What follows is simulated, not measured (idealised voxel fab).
The process module that follows is named voxel spacer lines.
Cross-section cut: width 180 nm, square cells of 5 nm.
The cross-sections in this document take the form of a grid made of square cells. They are written out as bands, in order from top to bottom. Each band consists of one or more rows of cells. Top, bottom (nm), then materials left to right with widths (nm); lone material tagged "edge to edge" fills the whole band edge to edge; "empty" = empty space. We count height from 0. Below that, the starting wafer is all one material. The lowest band never ends at the bottom but goes on down; see "0 down" for how that is written. Width: "30 to 40" (first number = top row, second number = bottom row, same change from row to row of cells). Any step labelled "same as before" changed none of the cells in the cross-section. Heads up: "Enclosed internal cavities" only lists the empty pockets with no open path to the top that are 8 cells or more, and it writes them as width x height at distance, distance from the left edge, in nm. Where a step's line continues beyond its settings, the continuation is a remark by the simulator itself on that step. overlay nm: mask right of planned place by this much (step with mask). Neg. = left.

LISTED BELOW ARE THE PROCESS STEPS AS PLANNED
1,op RECEIVE | material Si
2,op CONFORMAL_DEP | material Al2O3 | thk nm 5
3,op DIRECTIONAL_DEP | material polySi | thk nm 15
4,op DIRECTIONAL_DEP | material aC | thk nm 20
5,op PATTERN | tone cover | mask id MANDREL | material resist | width nm 20 | pitch nm 60 | thk nm 25 | overlay nm 0
6,op DIRECTIONAL_ETCH | etch materials aC | depth nm 20
7,op STRIP | etch materials resist
8,op CONFORMAL_DEP | material SiO2 | thk nm 10
9,op DIRECTIONAL_ETCH | etch materials SiO2 | depth nm 10
10,op STRIP | etch materials aC
11,op DIRECTIONAL_ETCH | etch materials polySi | depth nm 15
12,op STRIP | etch materials SiO2

SO THIS IS THE INCOMING WAFER IN CROSS-SECTION - IT'S ALREADY BEEN THROUGH STEP 1
* 0 down = Si edge to edge
* Enclosed internal cavities: none

AS-PLANNED RUN: CROSS-SECTION OF THE FIRST OF TWO WAFERS AT END OF MODULE
* 20 to 5 = empty=40 / polySi=10 / empty=20 / polySi=10 / empty=20 / polySi=10 / empty=20 / polySi=10 / empty=40
* 5 to 0 = Al2O3 edge to edge
* 0 down = Si edge to edge
* Enclosed internal cavities: none

WHAT THE SECOND WAFER LOOKS LIKE IN CROSS-SECTION ONCE THE MODULE IS DONE. ITS START AND ITS PLAN MATCHED THE FIRST WAFER'S EXACTLY; WHAT DIFFERED WAS ONE MISTAKE IN HOW IT WAS RUN
* 20 to 15 = Al2O3 edge to edge
* 15 to 0 = polySi edge to edge
* 0 down = Si edge to edge
* Enclosed internal cavities: none
Error vs. plan: steps 2 and 3 got flipped, so each one ran where the other should have
In the final state, the cell counts of the second wafer exceed or fall short of those of the first for the following materials: 84 more of polySi
